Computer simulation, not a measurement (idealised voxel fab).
Presented below is a process module, voxel transistor to metal.
Xsec cut, 205 nm wide, square cell size 5 nm.
In what follows, cross-sections appear as grids of square cells, described through bands that run from the top down, where every band is one or more rows of cells. Look at the band entry: it leads with the top's height and the bottom's height in nm. Then it lists the materials left to right, with a width in nm for each. The word "full width" on a single material says that material fills the band edge to edge. The word "empty" is empty space. All heights in this document are referenced to 0, defined as the level beneath which the wafer, as received, consists entirely of one material. The lowest band is not bounded below; it extends indefinitely downward and is written in the form "0..down". With a width like "30->40", each row of cells in the band differs from the next by the same amount, the top row carrying the first number and the bottom row the second. Basically "same as before" means that step didn't change any cell in the cross-section. Reported under the label "Fully closed voids" are the empty spaces having no open way to the top and comprising 8 cells or more; the notation for each is width x height at distance, in which the distance is measured from the left edge and all three values are in nm. The remark found on a step's line after its settings is issued by the simulator itself and pertains to that step. overlay nm, on a step with a mask: how far to the right of its planned place the mask lay; to the left if negative. Quick note on how to read the rest: it's all pairs. You get the cross-section before a process step and the one after, but the after one only goes down as far as the lowest band that changed. The step in between, with its settings, sits under the pair. Heads up, the pairs can come from different runs of this module on the same starting wafer, so don't assume a pair picks up from the one above unless its "Ex-ante state" entry says it does.

Ex-ante state:
> 70..65  empty (40); SiN (30); empty (65); SiN (30); empty (40)
> 65..40  empty (40); SiN (5); W (20); SiN (5); empty (65); SiN (5); W (20); SiN (5); empty (40)
> 40..35  SiN (45); TiN (20); SiN (75); TiN (20); SiN (45)
> 35..20  SiO2 (45); TiN (5); W (10); TiN (5); SiO2 (75); TiN (5); W (10); TiN (5); SiO2 (45)
> 20..5  SiO2 (45); TiN (5); W (10); TiN (5); SiO2 (10); SiN (10); TiN (5); HfO2 (5); W (15); HfO2 (5); TiN (5); SiN (10); SiO2 (10); TiN (5); W (10); TiN (5); SiO2 (45)
> 5..0  SiO2 (45); TiN (5); W (10); TiN (5); SiO2 (10); SiN (10); TiN (5); HfO2 (25); TiN (5); SiN (10); SiO2 (10); TiN (5); W (10); TiN (5); SiO2 (45)
> 0..-5  SiO2 (45); TiN (20); SiO2 (5); SiGe (5); SiO2 (5); TiN (45); SiO2 (5); SiGe (5); SiO2 (5); TiN (20); SiO2 (45)
> -5..-10  SiO2 (35); SiGe (40); Si (55); SiGe (40); SiO2 (35)
> -10..-30  SiO2 (35); Si (135); SiO2 (35)
> -30..down  Si full width
> Fully closed voids: none

Step Outcome:
> 80..70  lowk full width
> 70..65  lowk (40); SiN (30); lowk (65); SiN (30); lowk (40)
> 65..40  lowk (40); SiN (5); W (20); SiN (5); lowk (65); SiN (5); W (20); SiN (5); lowk (40)
> Whatever lies below 40 is exactly as it was before.
> Fully closed voids: none
Formally, the process step situated between the two cross-sections above is FILL_DEP: material lowk, thk nm 10

Ex-ante state: per the after cross-section of the pair just above.

Step Outcome:
> 65..40  lowk (40); SiN (5); W (20); SiN (5); lowk (65); SiN (5); W (20); SiN (5); lowk (40)
> Whatever lies below 40 is exactly as it was before.
> Fully closed voids: none
Formally, the process step situated between the two cross-sections above is CMP: height nm 65

Ex-ante state: per the after cross-section of the pair just above.

Step Outcome:
> 70..65  SiCN full width
> Whatever lies below 65 is exactly as it was before.
> Fully closed voids: none
Formally, the process step situated between the two cross-sections above is CONFORMAL_DEP: material SiCN, thk nm 5

Ex-ante state:
> 40..35  TiN full width
> 35..20  SiO2 (45); TiN (5); W (10); TiN (5); SiO2 (75); TiN (5); W (10); TiN (5); SiO2 (45)
> 20..5  SiO2 (45); TiN (5); W (10); TiN (5); SiO2 (10); SiN (10); HfO2 (5); TiN (5); W (15); TiN (5); HfO2 (5); SiN (10); SiO2 (10); TiN (5); W (10); TiN (5); SiO2 (45)
> 5..0  SiO2 (45); TiN (5); W (10); TiN (5); SiO2 (10); SiN (10); HfO2 (5); TiN (25); HfO2 (5); SiN (10); SiO2 (10); TiN (5); W (10); TiN (5); SiO2 (45)
> 0..-5  SiO2 (45); TiN (20); SiO2 (5); SiGe (5); SiO2 (5); HfO2 (45); SiO2 (5); SiGe (5); SiO2 (5); TiN (20); SiO2 (45)
> -5..-10  SiO2 (35); SiGe (40); Si (55); SiGe (40); SiO2 (35)
> -10..-30  SiO2 (35); Si (135); SiO2 (35)
> -30..down  Si full width
> Fully closed voids: none

Step Outcome:
> 55..40  W full width
> Whatever lies below 40 is exactly as it was before.
> Fully closed voids: none
Formally, the process step situated between the two cross-sections above is DIRECTIONAL_DEP: material W, thk nm 15

Ex-ante state: per the after cross-section of the pair just above.

Step Outcome:
> 70..55  aC full width
> Whatever lies below 55 is exactly as it was before.
> Fully closed voids: none
Formally, the process step situated between the two cross-sections above is DIRECTIONAL_DEP: material aC, thk nm 15

Ex-ante state: per the after cross-section of the pair just above.

Step Outcome:
> 100..70  empty (45); resist (20); empty (75); resist (20); empty (45)
> Whatever lies below 70 is exactly as it was before.
> Fully closed voids: none
Formally, the process step situated between the two cross-sections above is PATTERN: tone cover, mask id METAL_1, material resist, width nm 20, pitch nm 95, thk nm 30, overlay nm 0

Ex-ante state: per the after cross-section of the pair just above.

Step Outcome:
> 85..70  empty (45); resist (20); empty (75); resist (20); empty (45)
> 70..55  empty (45); aC (20); empty (75); aC (20); empty (45)
> Whatever lies below 55 is exactly as it was before.
> Fully closed voids: none
Formally, the process step situated between the two cross-sections above is DIRECTIONAL_ETCH: etch materials aC, depth nm 15

Ex-ante state: per the after cross-section of the pair just above.

Step Outcome:
> 70..55  empty (45); aC (20); empty (75); aC (20); empty (45)
> Whatever lies below 55 is exactly as it was before.
> Fully closed voids: none
Formally, the process step situated between the two cross-sections above is STRIP: etch materials resist

Ex-ante state: per the after cross-section of the pair just above.

Step Outcome:
> 70..55  empty (45); aC (20); empty (75); aC (20); empty (45)
> 55..40  empty (45); W (20); empty (75); W (20); empty (45)
> Whatever lies below 40 is exactly as it was before.
> Fully closed voids: none
Formally, the process step situated between the two cross-sections above is DIRECTIONAL_ETCH: etch materials W, depth nm 25

Ex-ante state: per the after cross-section of the pair just above.

Step Outcome:
> 70..55  empty (45); aC (20); empty (75); aC (20); empty (45)
> 55..40  empty (45); W (20); empty (75); W (20); empty (45)
> 40..35  empty (45); TiN (20); empty (75); TiN (20); empty (45)
> Whatever lies below 35 is exactly as it was before.
> Fully closed voids: none
Formally, the process step situated between the two cross-sections above is DIRECTIONAL_ETCH: etch materials TiN, depth nm 5

Ex-ante state: per the after cross-section of the pair just above.

Step Outcome:
> 55..40  empty (45); W (20); empty (75); W (20); empty (45)
> Whatever lies below 40 is exactly as it was before.
> Fully closed voids: none
Formally, the process step situated between the two cross-sections above is STRIP: etch materials aC

Ex-ante state: per the after cross-section of the pair just above.

Step Outcome:
> 60..55  empty (40); SiN (30); empty (65); SiN (30); empty (40)
> 55..40  empty (40); SiN (5); W (20); SiN (5); empty (65); SiN (5); W (20); SiN (5); empty (40)
> 40..35  SiN (45); TiN (20); SiN (75); TiN (20); SiN (45)
> Whatever lies below 35 is exactly as it was before.
> Fully closed voids: none
Formally, the process step situated between the two cross-sections above is CONFORMAL_DEP: material SiN, thk nm 5

Ex-ante state: per the after cross-section of the pair just above.

Step Outcome:
> 70..60  lowk full width
> 60..55  lowk (40); SiN (30); lowk (65); SiN (30); lowk (40)
> 55..40  lowk (40); SiN (5); W (20); SiN (5); lowk (65); SiN (5); W (20); SiN (5); lowk (40)
> Whatever lies below 40 is exactly as it was before.
> Fully closed voids: none
Formally, the process step situated between the two cross-sections above is FILL_DEP: material lowk, thk nm 10

Ex-ante state: per the after cross-section of the pair just above.

Step Outcome:
> 65..60  lowk full width
> Whatever lies below 60 is exactly as it was before.
> Fully closed voids: none
Formally, the process step situated between the two cross-sections above is CMP: height nm 65

Ex-ante state: per the after cross-section of the pair just above.

Step Outcome:
> 70..65  SiCN full width
> Whatever lies below 65 is exactly as it was before.
> Fully closed voids: none
Formally, the process step situated between the two cross-sections above is CONFORMAL_DEP: material SiCN, thk nm 5

Ex-ante state:
> 80..65  aC full width
> 65..40  W full width
> 40..35  TiN full width
> 35..20  SiO2 (45); TiN (5); W (10); TiN (5); SiO2 (75); TiN (5); W (10); TiN (5); SiO2 (45)
> 20..5  SiO2 (45); TiN (5); W (10); TiN (5); SiO2 (10); SiN (10); HfO2 (5); TiN (5); W (15); TiN (5); HfO2 (5); SiN (10); SiO2 (10); TiN (5); W (10); TiN (5); SiO2 (45)
> 5..0  SiO2 (45); TiN (5); W (10); TiN (5); SiO2 (10); SiN (10); HfO2 (5); TiN (25); HfO2 (5); SiN (10); SiO2 (10); TiN (5); W (10); TiN (5); SiO2 (45)
> 0..-5  SiO2 (45); TiN (20); SiO2 (5); SiGe (5); SiO2 (5); HfO2 (45); SiO2 (5); SiGe (5); SiO2 (5); TiN (20); SiO2 (45)
> -5..-10  SiO2 (35); SiGe (40); Si (55); SiGe (40); SiO2 (35)
> -10..-30  SiO2 (35); Si (135); SiO2 (35)
> -30..down  Si full width
> Fully closed voids: none

Step Outcome:
> 110..80  empty (50); resist (15); empty (80); resist (15); empty (45)
> Whatever lies below 80 is exactly as it was before.
> Fully closed voids: none
Formally, the process step situated between the two cross-sections above is PATTERN: tone cover, mask id METAL_1, material resist, width nm 15, pitch nm 95, thk nm 30, overlay nm 0

Ex-ante state: per the after cross-section of the pair just above.

Step Outcome:
> 95..80  empty (50); resist (15); empty (80); resist (15); empty (45)
> 80..65  empty (50); aC (15); empty (80); aC (15); empty (45)
> Whatever lies below 65 is exactly as it was before.
> Fully closed voids: none
Formally, the process step situated between the two cross-sections above is DIRECTIONAL_ETCH: etch materials aC, depth nm 15

Ex-ante state: per the after cross-section of the pair just above.

Step Outcome:
> 80..65  empty (50); aC (15); empty (80); aC (15); empty (45)
> Whatever lies below 65 is exactly as it was before.
> Fully closed voids: none
Formally, the process step situated between the two cross-sections above is STRIP: etch materials resist

Ex-ante state: per the after cross-section of the pair just above.

Step Outcome:
> 80..65  empty (50); aC (15); empty (80); aC (15); empty (45)
> 65..40  empty (50); W (15); empty (80); W (15); empty (45)
> Whatever lies below 40 is exactly as it was before.
> Fully closed voids: none
Formally, the process step situated between the two cross-sections above is DIRECTIONAL_ETCH: etch materials W, depth nm 25

Ex-ante state: per the after cross-section of the pair just above.

Step Outcome:
> 80..65  empty (50); aC (15); empty (80); aC (15); empty (45)
> 65..40  empty (50); W (15); empty (80); W (15); empty (45)
> 40..35  empty (50); TiN (15); empty (80); TiN (15); empty (45)
> Whatever lies below 35 is exactly as it was before.
> Fully closed voids: none
Formally, the process step situated between the two cross-sections above is DIRECTIONAL_ETCH: etch materials TiN, depth nm 5

Ex-ante state: per the after cross-section of the pair just above.

Step Outcome:
> 65..40  empty (50); W (15); empty (80); W (15); empty (45)
> Whatever lies below 40 is exactly as it was before.
> Fully closed voids: none
Formally, the process step situated between the two cross-sections above is STRIP: etch materials aC

Ex-ante state: per the after cross-section of the pair just above.

Step Outcome:
> 70..65  empty (45); SiN (25); empty (70); SiN (25); empty (40)
> 65..40  empty (45); SiN (5); W (15); SiN (5); empty (70); SiN (5); W (15); SiN (5); empty (40)
> 40..35  SiN (50); TiN (15); SiN (80); TiN (15); SiN (45)
> Whatever lies below 35 is exactly as it was before.
> Fully closed voids: none
Formally, the process step situated between the two cross-sections above is CONFORMAL_DEP: material SiN, thk nm 5

Ex-ante state: per the after cross-section of the pair just above.

Step Outcome:
> 80..70  lowk full width
> 70..65  lowk (45); SiN (25); lowk (70); SiN (25); lowk (40)
> 65..40  lowk (45); SiN (5); W (15); SiN (5); lowk (70); SiN (5); W (15); SiN (5); lowk (40)
> Whatever lies below 40 is exactly as it was before.
> Fully closed voids: none
Formally, the process step situated between the two cross-sections above is FILL_DEP: material lowk, thk nm 10

Ex-ante state: per the after cross-section of the pair just above.

Step Outcome:
> 65..40  lowk (45); SiN (5); W (15); SiN (5); lowk (70); SiN (5); W (15); SiN (5); lowk (40)
> Whatever lies below 40 is exactly as it was before.
> Fully closed voids: none
Formally, the process step situated between the two cross-sections above is CMP: height nm 65

Ex-ante state: per the after cross-section of the pair just above.

Step Outcome:
> 70..65  SiCN full width
> Whatever lies below 65 is exactly as it was before.
> Fully closed voids: none
Formally, the process step situated between the two cross-sections above is CONFORMAL_DEP: material SiCN, thk nm 5

Ex-ante state:
> 25..15  aC full width
> 15..5  SiN full width
> 5..0  SiO2 full width
> 0..down  Si full width
> Fully closed voids: none

Step Outcome:
> 55..25  empty (45); resist (135); empty (25)
> Whatever lies below 25 is exactly as it was before.
> Fully closed voids: none
Formally, the process step situated between the two cross-sections above is PATTERN: tone cover, mask id ACTIVE, material resist, width nm 135, thk nm 30, overlay nm 10

Ex-ante state: per the after cross-section of the pair just above.

Step Outcome:
> 45..25  empty (45); resist (135); empty (25)
> 25..15  empty (45); aC (135); empty (25)
> Whatever lies below 15 is exactly as it was before.
> Fully closed voids: none
Formally, the process step situated between the two cross-sections above is DIRECTIONAL_ETCH: etch materials aC, depth nm 10

Ex-ante state: per the after cross-section of the pair just above.

Step Outcome:
> 25..15  empty (45); aC (135); empty (25)
> Whatever lies below 15 is exactly as it was before.
> Fully closed voids: none
Formally, the process step situated between the two cross-sections above is STRIP: etch materials resist

Ex-ante state: per the after cross-section of the pair just above.

Step Outcome:
> 25..15  empty (45); aC (135); empty (25)
> 15..5  empty (45); SiN (135); empty (25)
> Whatever lies below 5 is exactly as it was before.
> Fully closed voids: none
Formally, the process step situated between the two cross-sections above is DIRECTIONAL_ETCH: etch materials SiN, depth nm 10

Ex-ante state: per the after cross-section of the pair just above.

Step Outcome:
> 25..15  empty (45); aC (135); empty (25)
> 15..5  empty (45); SiN (135); empty (25)
> 5..0  empty (45); SiO2 (135); empty (25)
> Whatever lies below 0 is exactly as it was before.
> Fully closed voids: none
Formally, the process step situated between the two cross-sections above is DIRECTIONAL_ETCH: etch materials SiO2, depth nm 5

Ex-ante state: per the after cross-section of the pair just above.

Step Outcome:
> 25..15  empty (45); aC (135); empty (25)
> 15..5  empty (45); SiN (135); empty (25)
> 5..0  empty (45); SiO2 (135); empty (25)
> 0..-30  empty (45); Si (135); empty (25)
> Whatever lies below -30 is exactly as it was before.
> Fully closed voids: none
Formally, the process step situated between the two cross-sections above is DIRECTIONAL_ETCH: etch materials Si, depth nm 30

Ex-ante state: per the after cross-section of the pair just above.

Step Outcome:
> 15..5  empty (45); SiN (135); empty (25)
> Whatever lies below 5 is exactly as it was before.
> Fully closed voids: none
Formally, the process step situated between the two cross-sections above is STRIP: etch materials aC

Ex-ante state: per the after cross-section of the pair just above.

Step Outcome:
> 30..15  SiO2 full width
> 15..5  SiO2 (45); SiN (135); SiO2 (25)
> 5..0  SiO2 full width
> 0..-30  SiO2 (45); Si (135); SiO2 (25)
> Whatever lies below -30 is exactly as it was before.
> Fully closed voids: none
Formally, the process step situated between the two cross-sections above is FILL_DEP: material SiO2, thk nm 15

Ex-ante state: per the after cross-section of the pair just above.

Step Outcome:
> 15..5  SiO2 (45); SiN (135); SiO2 (25)
> Whatever lies below 5 is exactly as it was before.
> Fully closed voids: none
Formally, the process step situated between the two cross-sections above is CMP: height nm 15

Ex-ante state: per the after cross-section of the pair just above.

Step Outcome:
> 15..5  empty (45); SiN (135); empty (25)
> Whatever lies below 5 is exactly as it was before.
> Fully closed voids: none
Formally, the process step situated between the two cross-sections above is SELECTIVE_ETCH: etch materials SiO2, depth nm 10

Ex-ante state: per the after cross-section of the pair just above.

Step Outcome:
> 5..0  SiO2 full width
> Whatever lies below 0 is exactly as it was before.
> Fully closed voids: none
Formally, the process step situated between the two cross-sections above is STRIP: etch materials SiN

Ex-ante state: per the after cross-section of the pair just above.

Step Outcome:
> 0..-30  SiO2 (45); Si (135); SiO2 (25)
> Whatever lies below -30 is exactly as it was before.
> Fully closed voids: none
Formally, the process step situated between the two cross-sections above is SELECTIVE_ETCH: etch materials SiO2, depth nm 5

Ex-ante state: per the after cross-section of the pair just above.

Step Outcome:
> 0..-5  SiO2 full width
> Whatever lies below -5 is exactly as it was before.
> Fully closed voids: none
Formally, the process step situated between the two cross-sections above is OXIDIZE: depth nm 5

Ex-ante state: per the after cross-section of the pair just above.

Step Outcome:
> 25..0  polySi full width
> Whatever lies below 0 is exactly as it was before.
> Fully closed voids: none
Formally, the process step situated between the two cross-sections above is DIRECTIONAL_DEP: material polySi, thk nm 25

Ex-ante state: per the after cross-section of the pair just above.

Step Outcome:
> 40..25  SiCN full width
> Whatever lies below 25 is exactly as it was before.
> Fully closed voids: none
Formally, the process step situated between the two cross-sections above is DIRECTIONAL_DEP: material SiCN, thk nm 15

Ex-ante state: per the after cross-section of the pair just above.

Step Outcome:
> 40..25  empty (85); SiCN (35); empty (85)
> Whatever lies below 25 is exactly as it was before.
> Fully closed voids: none
Formally, the process step situated between the two cross-sections above is MASKED_ETCH: tone cover, mask id GATE, width nm 35, etch materials SiCN, depth nm 25, overlay nm 0

Ex-ante state: per the after cross-section of the pair just above.

Step Outcome:
> 40..25  empty (85); SiCN (35); empty (85)
> 25..0  empty (85); polySi (35); empty (85)
> Whatever lies below 0 is exactly as it was before.
> Fully closed voids: none
Formally, the process step situated between the two cross-sections above is MASKED_ETCH: tone cover, mask id GATE, width nm 35, etch materials polySi, depth nm 35, overlay nm 0

Ex-ante state: per the after cross-section of the pair just above.

Step Outcome:
> 50..40  empty (75); SiN (55); empty (75)
> 40..25  empty (75); SiN (10); SiCN (35); SiN (10); empty (75)
> 25..10  empty (75); SiN (10); polySi (35); SiN (10); empty (75)
> 10..0  SiN (85); polySi (35); SiN (85)
> Whatever lies below 0 is exactly as it was before.
> Fully closed voids: none
Formally, the process step situated between the two cross-sections above is CONFORMAL_DEP: material SiN, thk nm 10

Ex-ante state: per the after cross-section of the pair just above.

Step Outcome:
> 40..25  empty (75); SiN (10); SiCN (35); SiN (10); empty (75)
> 25..0  empty (75); SiN (10); polySi (35); SiN (10); empty (75)
> Whatever lies below 0 is exactly as it was before.
> Fully closed voids: none
Formally, the process step situated between the two cross-sections above is DIRECTIONAL_ETCH: etch materials SiN, depth nm 10

Ex-ante state: per the after cross-section of the pair just above.

Step Outcome:
> 40..25  empty (75); SiN (10); SiCN (35); SiN (10); empty (75)
> 25..0  empty (75); SiN (10); polySi (35); SiN (10); empty (75)
> 0..-5  empty (75); SiO2 (55); empty (75)
> Whatever lies below -5 is exactly as it was before.
> Fully closed voids: none
Formally, the process step situated between the two cross-sections above is DIRECTIONAL_ETCH: etch materials SiO2, depth nm 5

Ex-ante state: per the after cross-section of the pair just above.

Step Outcome:
> 40..25  empty (75); SiN (10); SiCN (35); SiN (10); empty (75)
> 25..0  empty (75); SiN (10); polySi (35); SiN (10); empty (75)
> 0..-5  empty (75); SiO2 (55); empty (75)
> -5..-10  SiO2 (45); empty (30); Si (55); empty (50); SiO2 (25)
> Whatever lies below -10 is exactly as it was before.
> Fully closed voids: none
Formally, the process step situated between the two cross-sections above is DIRECTIONAL_ETCH: etch materials Si, depth nm 5

Ex-ante state: per the after cross-section of the pair just above.

Step Outcome:
> 40..25  empty (75); SiN (10); SiCN (35); SiN (10); empty (75)
> 25..0  empty (75); SiN (10); polySi (35); SiN (10); empty (75)
> 0..-5  empty (70); SiGe (5); SiO2 (55); SiGe (5); empty (70)
> -5..-10  SiO2 (45); SiGe (30); Si (55); SiGe (50); SiO2 (25)
> Whatever lies below -10 is exactly as it was before.
> Fully closed voids: none
Formally, the process step situated between the two cross-sections above is EPI: material SiGe, thk nm 5

Ex-ante state: per the after cross-section of the pair just above.

Step Outcome:
> 45..40  SiO2 full width
> 40..25  SiO2 (75); SiN (10); SiCN (35); SiN (10); SiO2 (75)
> 25..0  SiO2 (75); SiN (10); polySi (35); SiN (10); SiO2 (75)
> 0..-5  SiO2 (70); SiGe (5); SiO2 (55); SiGe (5); SiO2 (70)
> Whatever lies below -5 is exactly as it was before.
> Fully closed voids: none
Formally, the process step situated between the two cross-sections above is FILL_DEP: material SiO2, thk nm 5

Ex-ante state: per the after cross-section of the pair just above.

Step Outcome:
> 25..0  SiO2 (75); SiN (10); polySi (35); SiN (10); SiO2 (75)
> Whatever lies below 0 is exactly as it was before.
> Fully closed voids: none
Formally, the process step situated between the two cross-sections above is CMP: height nm 25

Ex-ante state: per the after cross-section of the pair just above.

Step Outcome:
> 25..0  SiO2 (75); SiN (10); empty (35); SiN (10); SiO2 (75)
> Whatever lies below 0 is exactly as it was before.
> Fully closed voids: none
Formally, the process step situated between the two cross-sections above is STRIP: etch materials polySi

Ex-ante state: per the after cross-section of the pair just above.

Step Outcome:
> 25..20  empty (75); SiN (10); empty (35); SiN (10); empty (75)
> 20..0  SiO2 (75); SiN (10); empty (35); SiN (10); SiO2 (75)
> 0..-5  SiO2 (70); SiGe (5); SiO2 (5); empty (45); SiO2 (5); SiGe (5); SiO2 (70)
> Whatever lies below -5 is exactly as it was before.
> Fully closed voids: none
Formally, the process step situated between the two cross-sections above is SELECTIVE_ETCH: etch materials SiO2, depth nm 5

Ex-ante state: per the after cross-section of the pair just above.

Step Outcome:
> 30..25  empty (70); HfO2 (20); empty (25); HfO2 (20); empty (70)
> 25..20  HfO2 (75); SiN (10); HfO2 (5); empty (25); HfO2 (5); SiN (10); HfO2 (75)
> 20..0  SiO2 (75); SiN (10); HfO2 (5); empty (25); HfO2 (5); SiN (10); SiO2 (75)
> 0..-5  SiO2 (70); SiGe (5); SiO2 (5); HfO2 (45); SiO2 (5); SiGe (5); SiO2 (70)
> Whatever lies below -5 is exactly as it was before.
> Fully closed voids: none
Formally, the process step situated between the two cross-sections above is CONFORMAL_DEP: material HfO2, thk nm 5

Ex-ante state: per the after cross-section of the pair just above.

Step Outcome:
> 35..30  empty (65); TiN (30); empty (15); TiN (30); empty (65)
> 30..25  TiN (70); HfO2 (20); TiN (5); empty (15); TiN (5); HfO2 (20); TiN (70)
> 25..20  HfO2 (75); SiN (10); HfO2 (5); TiN (5); empty (15); TiN (5); HfO2 (5); SiN (10); HfO2 (75)
> 20..5  SiO2 (75); SiN (10); HfO2 (5); TiN (5); empty (15); TiN (5); HfO2 (5); SiN (10); SiO2 (75)
> 5..0  SiO2 (75); SiN (10); HfO2 (5); TiN (25); HfO2 (5); SiN (10); SiO2 (75)
> Whatever lies below 0 is exactly as it was before.
> Fully closed voids: none
Formally, the process step situated between the two cross-sections above is CONFORMAL_DEP: material TiN, thk nm 5

Ex-ante state: per the after cross-section of the pair just above.

Step Outcome:
> 45..35  W full width
> 35..30  W (65); TiN (30); W (15); TiN (30); W (65)
> 30..25  TiN (70); HfO2 (20); TiN (5); W (15); TiN (5); HfO2 (20); TiN (70)
> 25..20  HfO2 (75); SiN (10); HfO2 (5); TiN (5); W (15); TiN (5); HfO2 (5); SiN (10); HfO2 (75)
> 20..5  SiO2 (75); SiN (10); HfO2 (5); TiN (5); W (15); TiN (5); HfO2 (5); SiN (10); SiO2 (75)
> Whatever lies below 5 is exactly as it was before.
> Fully closed voids: none
Formally, the process step situated between the two cross-sections above is FILL_DEP: material W, thk nm 10

Ex-ante state: per the after cross-section of the pair just above.

Step Outcome:
> 20..5  SiO2 (75); SiN (10); HfO2 (5); TiN (5); W (15); TiN (5); HfO2 (5); SiN (10); SiO2 (75)
> Whatever lies below 5 is exactly as it was before.
> Fully closed voids: none
Formally, the process step situated between the two cross-sections above is CMP: height nm 20

Ex-ante state: per the after cross-section of the pair just above.

Step Outcome:
> 35..20  SiO2 full width
> Whatever lies below 20 is exactly as it was before.
> Fully closed voids: none
Formally, the process step situated between the two cross-sections above is DIRECTIONAL_DEP: material SiO2, thk nm 15

Ex-ante state: per the after cross-section of the pair just above.

Step Outcome:
> 55..35  resist (45); empty (20); resist (75); empty (20); resist (45)
> Whatever lies below 35 is exactly as it was before.
> Fully closed voids: none
Formally, the process step situated between the two cross-sections above is PATTERN: tone open, mask id CONTACT, material resist, width nm 20, pitch nm 95, thk nm 20, overlay nm 0

Ex-ante state: per the after cross-section of the pair just above.

Step Outcome:
> 55..35  resist (45); empty (20); resist (75); empty (20); resist (45)
> 35..20  SiO2 (45); empty (20); SiO2 (75); empty (20); SiO2 (45)
> 20..5  SiO2 (45); empty (20); SiO2 (10); SiN (10); HfO2 (5); TiN (5); W (15); TiN (5); HfO2 (5); SiN (10); SiO2 (10); empty (20); SiO2 (45)
> 5..0  SiO2 (45); empty (20); SiO2 (10); SiN (10); HfO2 (5); TiN (25); HfO2 (5); SiN (10); SiO2 (10); empty (20); SiO2 (45)
> 0..-5  SiO2 (45); empty (20); SiO2 (5); SiGe (5); SiO2 (5); HfO2 (45); SiO2 (5); SiGe (5); SiO2 (5); empty (20); SiO2 (45)
> Whatever lies below -5 is exactly as it was before.
> Fully closed voids: none
Formally, the process step situated between the two cross-sections above is DIRECTIONAL_ETCH: etch materials SiO2, depth nm 40

Ex-ante state: per the after cross-section of the pair just above.

Step Outcome:
> 35..20  SiO2 (45); empty (20); SiO2 (75); empty (20); SiO2 (45)
> Whatever lies below 20 is exactly as it was before.
> Fully closed voids: none
Formally, the process step situated between the two cross-sections above is STRIP: etch materials resist

Ex-ante state: per the after cross-section of the pair just above.

Step Outcome:
> 40..35  TiN (50); empty (10); TiN (85); empty (10); TiN (50)
> 35..20  SiO2 (45); TiN (5); empty (10); TiN (5); SiO2 (75); TiN (5); empty (10); TiN (5); SiO2 (45)
> 20..5  SiO2 (45); TiN (5); empty (10); TiN (5); SiO2 (10); SiN (10); HfO2 (5); TiN (5); W (15); TiN (5); HfO2 (5); SiN (10); SiO2 (10); TiN (5); empty (10); TiN (5); SiO2 (45)
> 5..0  SiO2 (45); TiN (5); empty (10); TiN (5); SiO2 (10); SiN (10); HfO2 (5); TiN (25); HfO2 (5); SiN (10); SiO2 (10); TiN (5); empty (10); TiN (5); SiO2 (45)
> 0..-5  SiO2 (45); TiN (20); SiO2 (5); SiGe (5); SiO2 (5); HfO2 (45); SiO2 (5); SiGe (5); SiO2 (5); TiN (20); SiO2 (45)
> Whatever lies below -5 is exactly as it was before.
> Fully closed voids: none
Formally, the process step situated between the two cross-sections above is CONFORMAL_DEP: material TiN, thk nm 5

Ex-ante state: per the after cross-section of the pair just above.

Step Outcome:
> 45..40  W full width
> 40..35  TiN (50); W (10); TiN (85); W (10); TiN (50)
> 35..20  SiO2 (45); TiN (5); W (10); TiN (5); SiO2 (75); TiN (5); W (10); TiN (5); SiO2 (45)
> 20..5  SiO2 (45); TiN (5); W (10); TiN (5); SiO2 (10); SiN (10); HfO2 (5); TiN (5); W (15); TiN (5); HfO2 (5); SiN (10); SiO2 (10); TiN (5); W (10); TiN (5); SiO2 (45)
> 5..0  SiO2 (45); TiN (5); W (10); TiN (5); SiO2 (10); SiN (10); HfO2 (5); TiN (25); HfO2 (5); SiN (10); SiO2 (10); TiN (5); W (10); TiN (5); SiO2 (45)
> Whatever lies below 0 is exactly as it was before.
> Fully closed voids: none
Formally, the process step situated between the two cross-sections above is FILL_DEP: material W, thk nm 5

Ex-ante state: per the after cross-section of the pair just above.

Step Outcome:
> 35..20  SiO2 (45); TiN (5); W (10); TiN (5); SiO2 (75); TiN (5); W (10); TiN (5); SiO2 (45)
> Whatever lies below 20 is exactly as it was before.
> Fully closed voids: none
Formally, the process step situated between the two cross-sections above is CMP: height nm 35

Ex-ante state: per the after cross-section of the pair just above.

Step Outcome:
> 40..35  TiN full width
> Whatever lies below 35 is exactly as it was before.
> Fully closed voids: none
Formally, the process step situated between the two cross-sections above is DIRECTIONAL_DEP: material TiN, thk nm 5

Ex-ante state: per the after cross-section of the pair just above.

Step Outcome:
> 65..40  W full width
> Whatever lies below 40 is exactly as it was before.
> Fully closed voids: none
Formally, the process step situated between the two cross-sections above is DIRECTIONAL_DEP: material W, thk nm 25

Ex-ante state: per the after cross-section of the pair just above.

Step Outcome:
> 80..65  aC full width
> Whatever lies below 65 is exactly as it was before.
> Fully closed voids: none
Formally, the process step situated between the two cross-sections above is DIRECTIONAL_DEP: material aC, thk nm 15

Ex-ante state: per the after cross-section of the pair just above.

Step Outcome:
> 110..80  empty (45); resist (20); empty (75); resist (20); empty (45)
> Whatever lies below 80 is exactly as it was before.
> Fully closed voids: none
Formally, the process step situated between the two cross-sections above is PATTERN: tone cover, mask id METAL_1, material resist, width nm 20, pitch nm 95, thk nm 30, overlay nm 0

Ex-ante state: per the after cross-section of the pair just above.

Step Outcome:
> 95..80  empty (45); resist (20); empty (75); resist (20); empty (45)
> 80..65  empty (45); aC (20); empty (75); aC (20); empty (45)
> Whatever lies below 65 is exactly as it was before.
> Fully closed voids: none
Formally, the process step situated between the two cross-sections above is DIRECTIONAL_ETCH: etch materials aC, depth nm 15

Ex-ante state: per the after cross-section of the pair just above.

Step Outcome:
> 80..65  empty (45); aC (20); empty (75); aC (20); empty (45)
> Whatever lies below 65 is exactly as it was before.
> Fully closed voids: none
Formally, the process step situated between the two cross-sections above is STRIP: etch materials resist

Ex-ante state: per the after cross-section of the pair just above.

Step Outcome:
> 80..65  empty (45); aC (20); empty (75); aC (20); empty (45)
> 65..40  empty (45); W (20); empty (75); W (20); empty (45)
> Whatever lies below 40 is exactly as it was before.
> Fully closed voids: none
Formally, the process step situated between the two cross-sections above is DIRECTIONAL_ETCH: etch materials W, depth nm 25

Ex-ante state: per the after cross-section of the pair just above.

Step Outcome:
> 80..65  empty (45); aC (20); empty (75); aC (20); empty (45)
> 65..40  empty (45); W (20); empty (75); W (20); empty (45)
> 40..35  empty (45); TiN (20); empty (75); TiN (20); empty (45)
> Whatever lies below 35 is exactly as it was before.
> Fully closed voids: none
Formally, the process step situated between the two cross-sections above is DIRECTIONAL_ETCH: etch materials TiN, depth nm 5

Ex-ante state: per the after cross-section of the pair just above.

Step Outcome:
> 65..40  empty (45); W (20); empty (75); W (20); empty (45)
> Whatever lies below 40 is exactly as it was before.
> Fully closed voids: none
Formally, the process step situated between the two cross-sections above is STRIP: etch materials aC
